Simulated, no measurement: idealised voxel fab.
process module | voxel fin reveal
cross-section cut | 160 nm wide | cells 5 nm
A cross-section is a grid of square cells, given in bands from the top down. A band is one or more rows of cells.
Each band's line starts with the height of the band's top and of its bottom, in nm. Then come its materials from left to right, each with its width in nm. One material with "throughout" fills the band from edge to edge. "air" is empty space.
Height 0 is the level under which the wafer as received is all one material. The lowest band goes on downwards, as in "0 down".
A width such as "30 to 40" changes by the same amount from each row of cells to the next, from the band's top row to its bottom row.
"no change" after a step means that no cell of the cross-section changed.
closed voids: empty space of 8 cells or more with no open way to the top, each as width x height at its distance from the left edge, in nm
after a step's settings: what the simulator itself notes on the step
overlay nm, on a step with a mask: how far to the right of its planned place the mask lay; to the left if negative
plan
1 op RECEIVE | material Si
2 op CONFORMAL_DEP | material SiN | thk nm 10
3 op DIRECTIONAL_DEP | material aC | thk nm 10
4 op PATTERN | tone cover | mask id FINS | material resist | width nm 15 | pitch nm 35 | thk nm 30 | overlay nm 0
5 op DIRECTIONAL_ETCH | etch materials aC | depth nm 10
6 op STRIP | etch materials resist
7 op DIRECTIONAL_ETCH | etch materials SiN | depth nm 10
8 op DIRECTIONAL_ETCH | etch materials Si | depth nm 40
9 op STRIP | etch materials aC
10 op FILL_DEP | material SiO2 | thk nm 15
11 op CMP | height nm 10
12 op SELECTIVE_ETCH | etch materials SiO2 | depth nm 25
13 op STRIP | etch materials SiN
14 op CONFORMAL_DEP | material SiO2 | thk nm 5
as received, after step 1
  0 down: Si throughout
  closed voids: none
first wafer at the end, as planned
  5 to 0: air 30 | SiO2 25 | air 10 | SiO2 25 | air 10 | SiO2 25 | air 35
  0 to -10: air 30 | SiO2 5 | Si 15 | SiO2 5 | air 10 | SiO2 5 | Si 15 | SiO2 5 | air 10 | SiO2 5 | Si 15 | SiO2 5 | air 35
  -10 to -40: SiO2 35 | Si 15 | SiO2 20 | Si 15 | SiO2 20 | Si 15 | SiO2 40
  -40 down: Si throughout
  closed voids: none
second wafer at the end: like start, like plan, one mistake
  5 to 0: air 30 | SiO2 25 | air 10 | SiO2 25 | air 10 | SiO2 25 | air 35
  0 to -10: air 30 | SiO2 5 | Si 15 | SiO2 5 | air 10 | SiO2 5 | Si 15 | SiO2 5 | air 10 | SiO2 5 | Si 15 | SiO2 5 | air 35
  -10 to -20: SiO2 15 | air 15 | SiO2 5 | Si 15 | SiO2 5 | air 10 | SiO2 5 | Si 15 | SiO2 5 | air 10 | SiO2 5 | Si 15 | SiO2 5 | air 15 | SiO2 20
  -20 to -40: SiO2 35 | Si 15 | SiO2 20 | Si 15 | SiO2 20 | Si 15 | SiO2 40
  -40 down: Si throughout
  closed voids: none
what went wrong: steps 12 and 13 were swapped
at the end the second wafer has, in cells: 20 fewer of SiO2
